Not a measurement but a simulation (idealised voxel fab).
This section sets out a process module, namely voxel transistor to metal.
cross-section cut | 185 nm wide | cells 5 nm
In this document a cross-section is written as a grid of square cells. It is given as a series of bands, listed from the top down, and a band is one or more rows of cells.
Per band: top height and bottom height in nm, followed by the left-to-right materials and their widths in nm; "all across" marks a single material spanning edge to edge, "air" marks empty space.
Heights are measured from 0, the level below which the as-received wafer is all one material; the lowest band has no bottom and continues downward, written as in "0..down".
A width such as "30 to 40" changes by the same amount from each row of cells to the next, from the band's top row to its bottom row.
Where a step carries "identical to before", the cross-section came out of it unchanged, cell for cell.
Closed empty spaces (no open way to the top) of 8 cells or more are what "Fully sealed cavities" lists, each as width x height at distance from the left edge, nm for all three.
Read whatever lies past the settings on a step's line as the simulator's own remark about the step.
overlay nm: on a step with a mask, how far right of its planned place the mask lay; negative means left.

So here's the lineup of process steps we planned:
1 RECEIVE: material Si
2 OXIDIZE: depth nm 5
3 CONFORMAL_DEP: material SiN, thk nm 15
4 MASKED_ETCH: tone cover, mask id ACTIVE, width nm 130, etch materials SiN, depth nm 15, overlay nm 0
5 MASKED_ETCH: tone cover, mask id ACTIVE, width nm 130, etch materials SiO2, depth nm 5, overlay nm 0
6 MASKED_ETCH: tone cover, mask id ACTIVE, width nm 130, etch materials Si, depth nm 35, overlay nm 0
7 FILL_DEP: material SiO2, thk nm 10
8 CMP: height nm 15
9 SELECTIVE_ETCH: etch materials SiO2, depth nm 10
10 STRIP: etch materials SiN
11 SELECTIVE_ETCH: etch materials SiO2, depth nm 5
12 OXIDIZE: depth nm 5
13 DIRECTIONAL_DEP: material polySi, thk nm 25
14 DIRECTIONAL_DEP: material SiCN, thk nm 10
15 DIRECTIONAL_DEP: material aC, thk nm 15
16 PATTERN: tone cover, mask id GATE, material resist, width nm 30, thk nm 30, overlay nm 0
17 DIRECTIONAL_ETCH: etch materials aC, depth nm 15
18 STRIP: etch materials resist
19 DIRECTIONAL_ETCH: etch materials SiCN, depth nm 20
20 DIRECTIONAL_ETCH: etch materials polySi, depth nm 35
21 STRIP: etch materials aC
22 CONFORMAL_DEP: material SiO2, thk nm 5
23 DIRECTIONAL_ETCH: etch materials SiO2, depth nm 5
24 CONFORMAL_DEP: material SiN, thk nm 10
25 DIRECTIONAL_ETCH: etch materials SiN, depth nm 10
26 DIRECTIONAL_ETCH: etch materials SiO2, depth nm 5
27 DIRECTIONAL_ETCH: etch materials Si, depth nm 5
28 EPI: material pSi, thk nm 5
29 FILL_DEP: material SiO2, thk nm 10
30 CMP: height nm 20
31 STRIP: etch materials polySi
32 SELECTIVE_ETCH: etch materials SiO2, depth nm 5
33 CONFORMAL_DEP: material HfO2, thk nm 5
34 CONFORMAL_DEP: material TiN, thk nm 5
35 FILL_DEP: material W, thk nm 5
36 CMP: height nm 15
37 DIRECTIONAL_DEP: material SiO2, thk nm 10
38 PATTERN: tone open, mask id CONTACT, material resist, width nm 20, pitch nm 90, thk nm 20, overlay nm 0
39 DIRECTIONAL_ETCH: etch materials SiO2, depth nm 35
40 STRIP: etch materials resist
41 CONFORMAL_DEP: material TiN, thk nm 5
42 FILL_DEP: material Ru, thk nm 5
43 CMP: height nm 25
44 DIRECTIONAL_DEP: material TiN, thk nm 5
45 DIRECTIONAL_DEP: material Ru, thk nm 20
46 MASKED_ETCH: tone cover, mask id METAL_1, width nm 20, pitch nm 90, etch materials Ru, depth nm 20, overlay nm 0
47 MASKED_ETCH: tone cover, mask id METAL_1, width nm 20, pitch nm 90, etch materials TiN, depth nm 5, overlay nm 0
48 FILL_DEP: material SiO2, thk nm 5
49 CMP: height nm 50
50 CONFORMAL_DEP: material SiN, thk nm 5

As received, after step 1:
- 0..down  Si all across
- Fully sealed cavities: none

The plan above was carried out on the starting structure above with one mistake, and this cross-section shows the wafer at the end of the module:
- 55..50  SiN all across
- 50..30  35 nm SiO2 | 20 nm Ru | 70 nm SiO2 | 20 nm Ru | 40 nm SiO2
- 30..25  35 nm SiO2 | 20 nm TiN | 70 nm SiO2 | 20 nm TiN | 40 nm SiO2
- 25..15  35 nm SiO2 | 5 nm TiN | 10 nm Ru | 5 nm TiN | 70 nm SiO2 | 5 nm TiN | 10 nm Ru | 5 nm TiN | 40 nm SiO2
- 15..0  35 nm SiO2 | 5 nm TiN | 10 nm Ru | 5 nm TiN | 15 nm SiO2 | 5 nm HfO2 | 5 nm TiN | 20 nm W | 5 nm TiN | 5 nm HfO2 | 15 nm SiO2 | 5 nm TiN | 10 nm Ru | 5 nm TiN | 40 nm SiO2
- 0..-5  35 nm SiO2 | 5 nm TiN | 10 nm Ru | 5 nm TiN | 15 nm SiO2 | 5 nm HfO2 | 30 nm TiN | 5 nm HfO2 | 15 nm SiO2 | 5 nm TiN | 10 nm Ru | 5 nm TiN | 40 nm SiO2
- -5..-10  35 nm SiO2 | 20 nm TiN | 10 nm SiO2 | 5 nm pSi | 40 nm HfO2 | 5 nm pSi | 10 nm SiO2 | 20 nm TiN | 40 nm SiO2
- -10..-15  25 nm SiO2 | 45 nm pSi | 40 nm Si | 45 nm pSi | 30 nm SiO2
- -15..-40  25 nm SiO2 | 130 nm Si | 30 nm SiO2
- -40..down  Si all across
- Fully sealed cavities: none
Heads up, the wafer didn't run the way we planned it: not run: step 24 of the plan (skipped)
